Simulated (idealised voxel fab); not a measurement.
Module name: voxel self aligned vias (process module)
Cross-section cut: width 200 nm, square cells of 5 nm.
A cross-section is written here as square cells arranged in a grid, and it is given in bands from the top down, each band taking up one or more rows of cells.
Heights first: top, then bottom, in nm. Then materials, left to right, each with a width in nm. "edge to edge" on a single material: fills the band edge to edge. "empty": empty space.
Height is counted from the level 0, under which the received wafer is composed throughout of one material. The lowest of the bands is not closed at the bottom but continues downward, in the notation "0 nm and below".
You'd read "30->40" like this: the band's top row of cells is as wide as the first number, its bottom row is as wide as the second, and going down, every row changes width by the same amount as the row before did.
"nothing changed" (step): cross-section cells unchanged, all of them.
Closed empty spaces (no open way to the top) of 8 cells or more are what "Enclosed internal voids" lists, each as width x height at distance from the left edge, nm for all three.
On each step's line, the part that comes after the settings is the simulator's own comment on the step.
"overlay nm" denotes, for a step that has a mask, the displacement of the mask to the right of its planned place, with negative values corresponding to the left.
[The following list gives the planned process steps]
1) RECEIVE with material Si
2) CONFORMAL_DEP with material SiO2, thk nm 10
3) CONFORMAL_DEP with material SiCN, thk nm 5
4) DIRECTIONAL_DEP with material lowk, thk nm 30
5) DIRECTIONAL_DEP with material aC, thk nm 15
6) PATTERN with tone open, mask id LINES, material resist, width nm 20, pitch nm 60, thk nm 35, overlay nm 0
7) DIRECTIONAL_ETCH with etch materials aC, depth nm 15
8) STRIP with etch materials resist
9) DIRECTIONAL_ETCH with etch materials lowk, depth nm 30
10) STRIP with etch materials aC
11) CONFORMAL_DEP with material TiN, thk nm 5
12) FILL_DEP with material W, thk nm 5
13) CMP with height nm 45
14) SELECTIVE_ETCH with etch materials W Ru TiN, depth nm 10
15) FILL_DEP with material SiN, thk nm 10
16) CMP with height nm 45
17) DIRECTIONAL_DEP with material lowk, thk nm 20
18) DIRECTIONAL_DEP with material aC, thk nm 10
19) PATTERN with tone open, mask id VIAS, material resist, width nm 30, thk nm 25, overlay nm 0
20) DIRECTIONAL_ETCH with etch materials aC, depth nm 10
21) STRIP with etch materials resist
22) DIRECTIONAL_ETCH with etch materials lowk, depth nm 20
23) DIRECTIONAL_ETCH with etch materials SiN, depth nm 10
24) STRIP with etch materials aC
25) CONFORMAL_DEP with material TiN, thk nm 5
26) FILL_DEP with material Ru, thk nm 5
27) CMP with height nm 65
28) CONFORMAL_DEP with material SiN, thk nm 5
[Received-state cross-section, reflecting completion of step 1]
	0 nm and below = Si edge to edge
	Enclosed internal voids: none
[The first of two wafers, cross-sectioned at the end of the module, with the run proceeding as planned]
	70 nm to 65 nm = SiN edge to edge
	65 nm to 50 nm = 55 nm lowk / 5 nm TiN / 20 nm Ru / 5 nm TiN / 115 nm lowk
	50 nm to 45 nm = 55 nm lowk / 10 nm TiN / 10 nm Ru / 10 nm TiN / 115 nm lowk
	45 nm to 40 nm = 60 nm lowk / 5 nm TiN / 10 nm Ru / 5 nm TiN / 40 nm lowk / 20 nm SiN / 60 nm lowk
	40 nm to 35 nm = 60 nm lowk / 20 nm TiN / 40 nm lowk / 20 nm SiN / 60 nm lowk
	35 nm to 20 nm = 60 nm lowk / 5 nm TiN / 10 nm W / 5 nm TiN / 40 nm lowk / 5 nm TiN / 10 nm W / 5 nm TiN / 60 nm lowk
	20 nm to 15 nm = 60 nm lowk / 20 nm TiN / 40 nm lowk / 20 nm TiN / 60 nm lowk
	15 nm to 10 nm = SiCN edge to edge
	10 nm to 0 nm = SiO2 edge to edge
	0 nm and below = Si edge to edge
	Enclosed internal voids: none
[Here's the second of our two wafers sectioned at module end. Same start as the first, same plan, but one mistake got made running it]
	70 nm to 65 nm = SiN edge to edge
	65 nm to 50 nm = 55 nm lowk / 5 nm TiN / 20 nm Ru / 5 nm TiN / 115 nm lowk
	50 nm to 45 nm = 55 nm lowk / 10 nm TiN / 10 nm Ru / 10 nm TiN / 115 nm lowk
	45 nm to 40 nm = 60 nm lowk / 20 nm TiN / 40 nm lowk / 20 nm SiN / 60 nm lowk
	40 nm to 35 nm = 60 nm lowk / 20 nm SiN / 40 nm lowk / 20 nm SiN / 60 nm lowk
	35 nm to 20 nm = 60 nm lowk / 5 nm TiN / 10 nm W / 5 nm TiN / 40 nm lowk / 5 nm TiN / 10 nm W / 5 nm TiN / 60 nm lowk
	20 nm to 15 nm = 60 nm lowk / 20 nm TiN / 40 nm lowk / 20 nm TiN / 60 nm lowk
	15 nm to 10 nm = SiCN edge to edge
	10 nm to 0 nm = SiO2 edge to edge
	0 nm and below = Si edge to edge
	Enclosed internal voids: none
So what did we get wrong on this run? for step 23, the planned setting was not used; the step was instead run as DIRECTIONAL_ETCH with etch materials SiN, depth nm 5
Upon completion, the second wafer contains, in terms of cells, a greater or smaller amount of certain materials than the first wafer: Ru -2, SiN +4, TiN -2
